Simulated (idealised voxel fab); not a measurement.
process module | voxel ribs on slabs
cross-section cut | 235 nm wide | cells 5 nm
A cross-section is a grid of square cells, given in bands from the top down. A band is one or more rows of cells.
Each band's line starts with the height of the band's top and of its bottom, in nm. Then come its materials from left to right, each with its width in nm. One material with "throughout" fills the band from edge to edge. "air" is empty space.
Height 0 is the level under which the wafer as received is all one material. The lowest band goes on downwards, as in "0 down".
A width such as "30 to 40" changes by the same amount from each row of cells to the next, from the band's top row to its bottom row.
"no change" after a step means that no cell of the cross-section changed.
closed voids: empty space of 8 cells or more with no open way to the top, each as width x height at its distance from the left edge, in nm
after a step's settings: what the simulator itself notes on the step
overlay nm, on a step with a mask: how far to the right of its planned place the mask lay; to the left if negative
plan
1 op RECEIVE | material Si
2 op DIRECTIONAL_DEP | material SiO2 | thk nm 25
3 op DIRECTIONAL_DEP | material polySi | thk nm 25
4 op DIRECTIONAL_DEP | material aC | thk nm 10
5 op PATTERN | tone cover | mask id RIB | material resist | width nm 25 | thk nm 25 | overlay nm 0
6 op DIRECTIONAL_ETCH | etch materials aC | depth nm 10
7 op STRIP | etch materials resist
8 op DIRECTIONAL_ETCH | etch materials polySi | depth nm 10
9 op STRIP | etch materials aC
10 op DIRECTIONAL_DEP | material aC | thk nm 15
11 op PATTERN | tone cover | mask id SLAB | material resist | width nm 65 | thk nm 35 | overlay nm 0
12 op DIRECTIONAL_ETCH | etch materials aC | depth nm 15
13 op STRIP | etch materials resist
14 op DIRECTIONAL_ETCH | etch materials polySi | depth nm 15
15 op STRIP | etch materials aC
16 op FILL_DEP | material SiO2 | thk nm 30
17 op CMP | height nm 70
18 op DIRECTIONAL_DEP | material W | thk nm 5
19 op PATTERN | tone cover | mask id HEATER | material resist | width nm 35 | thk nm 15 | overlay nm 0
20 op DIRECTIONAL_ETCH | etch materials W | depth nm 5
21 op STRIP | etch materials resist
22 op CONFORMAL_DEP | material SiN | thk nm 5
as received, after step 1
  0 down: Si throughout
  closed voids: none
first wafer at the end, as planned
  80 to 75: air 95 | SiN 45 | air 95
  75 to 70: SiN 100 | W 35 | SiN 100
  70 to 50: SiO2 throughout
  50 to 40: SiO2 105 | polySi 25 | SiO2 105
  40 to 25: SiO2 85 | polySi 65 | SiO2 85
  25 to 0: SiO2 throughout
  0 down: Si throughout
  closed voids: none
second wafer at the end: like start, like plan, one mistake
  80 to 75: air 95 | SiN 45 | air 95
  75 to 70: SiN 100 | W 35 | SiN 100
  70 to 50: SiO2 throughout
  50 to 40: SiO2 105 | polySi 25 | SiO2 105
  40 to 25: SiO2 75 | polySi 65 | SiO2 95
  25 to 0: SiO2 throughout
  0 down: Si throughout
  closed voids: none
what went wrong: step 11 ran as: op PATTERN | tone cover | mask id SLAB | material resist | width nm 65 | thk nm 35 | overlay nm -10
at the end the second wafer has, in cells: as many of each material as the first, in other places
